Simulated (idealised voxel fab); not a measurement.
Module name: voxel released beams (process module)
235 nm wide, 5 nm square cells: that's cross-section cut.
A cross-section in this document is a grid of square cells, and it is written down as bands, the top band listed before the ones below it; a band is made up of one or more rows of cells. The band entry comprises the height of the band's top followed by the height of its bottom, expressed in nm, and subsequently the band's materials from left to right, each stated together with its width in nm. Where a single material is marked with the word "all across", that material fills the band from edge to edge. The word "blank" represents empty space. Heads up on the height convention: 0 is the point under which the incoming wafer is all one material, and the lowest band has no bottom, it just keeps going down, like "from 0 down". The notation "30->40" denotes a width that varies across the rows of cells in the band, beginning at the first number in the top row, finishing at the second number in the bottom row, and changing by an identical amount from each row to the next. Where a step carries "same as before", the cross-section came out of it unchanged, cell for cell. Heads up: "Completely enclosed voids" only lists the empty pockets with no open path to the top that are 8 cells or more, and it writes them as width x height at distance, distance from the left edge, in nm. after a step's settings: what the simulator itself notes on the step. Steps that use a mask can have "overlay nm" on their line. It says how far the mask sat to the right of where it was meant to be. Negative means to the left.
Here's what the planned process steps look like
1,op RECEIVE | material Si
2,op CONFORMAL_DEP | material Al2O3 | thk nm 10
3,op DIRECTIONAL_DEP | material SiO2 | thk nm 15
4,op MASKED_ETCH | tone open | mask id ANCHOR | width nm 30 | etch materials SiO2 | depth nm 15 | overlay nm 0
5,op CONFORMAL_DEP | material polySi | thk nm 10
6,op MASKED_ETCH | tone cover | mask id BEAM | width nm 100 | etch materials polySi | depth nm 10 | overlay nm 0
7,op STRIP | etch materials SiO2
The first of two wafers, run as planned
Cross-sectional view of the wafer in its as-received condition, corresponding to the state after step 1
* from 0 down: Si all across
* Completely enclosed voids: none
The following cross-section depicts the wafer upon completion of step 2
* from 10 to 0: Al2O3 all across
* Under the height 0 nothing was changed.
The following cross-section depicts the wafer upon completion of step 3
* from 25 to 10: SiO2 all across
* Under the height 10 nothing was changed.
The following cross-section depicts the wafer upon completion of step 4
* from 25 to 10: SiO2=70  blank=30  SiO2=135
* Under the height 10 nothing was changed.
The following cross-section depicts the wafer upon completion of step 5
* from 35 to 25: polySi=80  blank=10  polySi=145
* from 25 to 20: SiO2=70  polySi=10  blank=10  polySi=10  SiO2=135
* from 20 to 10: SiO2=70  polySi=30  SiO2=135
* Under the height 10 nothing was changed.
The following cross-section depicts the wafer upon completion of step 6
* from 35 to 25: blank=65  polySi=15  blank=10  polySi=75  blank=70
* Under the height 25 nothing was changed.
The following cross-section depicts the wafer upon completion of step 7
* from 35 to 25: blank=65  polySi=15  blank=10  polySi=75  blank=70
* from 25 to 20: blank=70  polySi=10  blank=10  polySi=10  blank=135
* from 20 to 10: blank=70  polySi=30  blank=135
* Under the height 10 nothing was changed.
The second wafer began exactly as the first did and followed the same plan, but one mistake was made while running it; through step 1 inclusive, the two wafers are identical
X-section, second wafer, when step 2 was due to finish: same as before
X-section, second wafer, when step 3 was due to finish
* from 15 to 0: SiO2 all across
* Under the height 0 nothing was changed.
X-section, second wafer, when step 4 was due to finish
* from 15 to 0: SiO2=70  blank=30  SiO2=135
* Under the height 0 nothing was changed.
X-section, second wafer, when step 5 was due to finish
* from 25 to 15: polySi=80  blank=10  polySi=145
* from 15 to 10: SiO2=70  polySi=10  blank=10  polySi=10  SiO2=135
* from 10 to 0: SiO2=70  polySi=30  SiO2=135
* Under the height 0 nothing was changed.
X-section, second wafer, when step 6 was due to finish
* from 25 to 15: blank=65  polySi=15  blank=10  polySi=75  blank=70
* Under the height 15 nothing was changed.
X-section, second wafer, when step 7 was due to finish
* from 25 to 15: blank=65  polySi=15  blank=10  polySi=75  blank=70
* from 15 to 10: blank=70  polySi=10  blank=10  polySi=10  blank=135
* from 10 to 0: blank=70  polySi=30  blank=135
* Under the height 0 nothing was changed.
Nonconformance to the process plan: step 2 of the plan was omitted and not executed
End check, counted in cells, second wafer has more or fewer of these materials than the first: 94 fewer of Al2O3
